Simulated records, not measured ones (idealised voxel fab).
Title: Process Module voxel ribs on slabs
Cross-section cut: width 250 nm, square cells of 5 nm.
Notation: cross-section as square-cell grid; stated in bands, top first, going down; one or more cell rows per band. Band entry format. Leading values: height of top, height of bottom, nm. Remainder: materials in left-to-right order, each with its width in nm. Special words: "everywhere" on a single material, which then fills the band edge to edge; "empty", empty space. We count height from 0. Below that, the starting wafer is all one material. The lowest band never ends at the bottom but goes on down; see "0 nm and below" for how that is written. Think of "30..40" as a width that walks from the first number to the second as you go down the band, top row to bottom row, taking equal-sized steps from row to row. Where the words "left unchanged" appear for a step, the cross-section shows no cell changed by that step; every cell remained as before. Entry "Closed internal voids". Content: empty spaces with no open connection to the top, size 8 cells or greater. Each: width x height at distance. Distance: from left edge. Unit: nm. Whatever follows a step's settings on its line is a remark the simulator itself makes about that step. overlay nm: where the mask lay relative to plan, measured to the right, on steps with a mask; negatives go left.

So here's the lineup of process steps we planned:
1,RECEIVE [material Si]
2,DIRECTIONAL_DEP [material SiO2] [thk nm 25]
3,DIRECTIONAL_DEP [material polySi] [thk nm 15]
4,DIRECTIONAL_DEP [material aC] [thk nm 15]
5,PATTERN [tone cover] [mask id RIB] [material resist] [width nm 20] [thk nm 35] [overlay nm 0]
6,DIRECTIONAL_ETCH [etch materials aC] [depth nm 15]
7,STRIP [etch materials resist]
8,DIRECTIONAL_ETCH [etch materials polySi] [depth nm 10]
9,STRIP [etch materials aC]
10,PATTERN [tone cover] [mask id SLAB] [material resist] [width nm 50] [thk nm 15] [overlay nm 0]
11,DIRECTIONAL_ETCH [etch materials polySi] [depth nm 5]
12,STRIP [etch materials resist]
13,FILL_DEP [material SiO2] [thk nm 30]
14,CMP [height nm 60]
15,DIRECTIONAL_DEP [material W] [thk nm 5]
16,PATTERN [tone cover] [mask id HEATER] [material resist] [width nm 30] [thk nm 20] [overlay nm 0]
17,DIRECTIONAL_ETCH [etch materials W] [depth nm 5]
18,STRIP [etch materials resist]
19,CONFORMAL_DEP [material SiN] [thk nm 5]

Cross-section of the wafer upon arrival, representing the state reached after step 1:
0 nm and below | Si everywhere
Closed internal voids: none

Look at the cross-section after the module: the wafer started out the way shown above and the plan was the one shown above, yet one mistake was made along the way:
70 nm to 65 nm | 105 empty, then 40 SiN, then 105 empty
65 nm to 60 nm | 110 SiN, then 30 W, then 110 SiN
60 nm to 55 nm | SiO2 everywhere
55 nm to 45 nm | 115 SiO2, then 20 polySi, then 115 SiO2
45 nm to 40 nm | 100 SiO2, then 50 polySi, then 100 SiO2
40 nm to 25 nm | polySi everywhere
25 nm to 0 nm | SiO2 everywhere
0 nm and below | Si everywhere
Closed internal voids: none
what went wrong: step 3 was run twice
